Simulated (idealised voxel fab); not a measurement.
Module name: voxel self aligned contacts (process module)
For reference, the cross-section in this document is cut, with width 265 nm and square cells of 5 nm.
Each cross-section below is a grid of square cells, stated as bands in top-down order, with one or more rows of cells making up each band. Read a band's entry like this: the first values are the height of its top and the height of its bottom in nm, and what follows is the sequence of materials from left to right, each with its width in nm. Note that "air" is empty space, and that a single material marked "throughout" reaches across the band from edge to edge. For the purposes of this specification, 0 denotes the height below which the wafer in its as-received condition is composed wholly of one material, and the lowermost band, lacking a lower limit, extends downward without end, as expressed in "0 -> down". A width given as "30->40" starts at the first number in the band's top row and ends at the second number in its bottom row, shifting by an equal amount at every step from row to row. "nothing altered" (step): cross-section cells unchanged, all of them. This entry, "Enclosed cavities", enumerates those empty regions of no fewer than 8 cells that possess no open connection to the top. Each region is reported in the form width x height at distance, the distance being taken from the left edge, with all three quantities expressed in nm. That trailing text on a step's line, after the settings, is the simulator's own remark on the step. The line of a step may include "overlay nm". On a step with a mask, this value is how far to the right of its planned place the mask lay. A negative value means the mask lay to the left.
[Planned step list for the process]
1 RECEIVE (material Si)
2 OXIDIZE (depth nm 5)
3 DIRECTIONAL_DEP (material polySi; thk nm 30)
4 DIRECTIONAL_DEP (material SiN; thk nm 20)
5 PATTERN (tone cover; mask id GATE; material resist; width nm 30; pitch nm 65; thk nm 20; overlay nm 0)
6 DIRECTIONAL_ETCH (etch materials SiN; depth nm 20)
7 DIRECTIONAL_ETCH (etch materials polySi; depth nm 30)
8 STRIP (etch materials resist)
9 CONFORMAL_DEP (material SiN; thk nm 10)
10 DIRECTIONAL_ETCH (etch materials SiN; depth nm 10)
11 FILL_DEP (material SiO2; thk nm 15)
12 CMP (height nm 55)
13 DIRECTIONAL_DEP (material aC; thk nm 15)
14 PATTERN (tone open; mask id CONTACT; material resist; width nm 45; thk nm 30; overlay nm 0)
15 DIRECTIONAL_ETCH (etch materials aC; depth nm 15)
16 STRIP (etch materials resist)
17 DIRECTIONAL_ETCH (etch materials SiO2; depth nm 60)
18 STRIP (etch materials aC)
19 CONFORMAL_DEP (material TiN; thk nm 5)
20 FILL_DEP (material Ru; thk nm 10)
21 CMP (height nm 55)
22 CONFORMAL_DEP (material SiN; thk nm 5)
[Cross-section of the wafer upon arrival, representing the state reached after step 1]
0 -> down = Si throughout
Enclosed cavities: none
[Run as planned - first of the two wafers cross-sectioned at the end of the module]
60 -> 55 = SiN throughout
55 -> 50 = SiO2 110, then TiN 20, then Ru 5, then TiN 20, then SiO2 110
50 -> 30 = SiO2 75, then SiN 50, then TiN 5, then Ru 5, then TiN 5, then SiN 50, then SiO2 75
30 -> 0 = SiO2 75, then SiN 10, then polySi 30, then SiN 10, then TiN 5, then Ru 5, then TiN 5, then SiN 10, then polySi 30, then SiN 10, then SiO2 75
0 -> -5 = SiO2 125, then TiN 15, then SiO2 125
-5 -> down = Si throughout
Enclosed cavities: none
[Cross-sectional view of the second of two wafers upon completion of the module. This wafer shared its starting condition and process plan with the first; one error was made during its execution]
60 -> 55 = SiN throughout
55 -> 50 = SiO2 75, then SiN 50, then TiN 15, then SiN 50, then SiO2 75
50 -> 30 = SiN throughout
30 -> 0 = polySi throughout
0 -> -5 = SiO2 throughout
-5 -> down = Si throughout
Enclosed cavities: none
The mistake made against the process plan was this: step 4, plan: ran twice
Count the cells at the end and the second wafer has more or fewer of some materials than the first: 11 fewer of Ru, 104 more of SiN, 311 fewer of SiO2, 28 fewer of TiN, 246 more of polySi
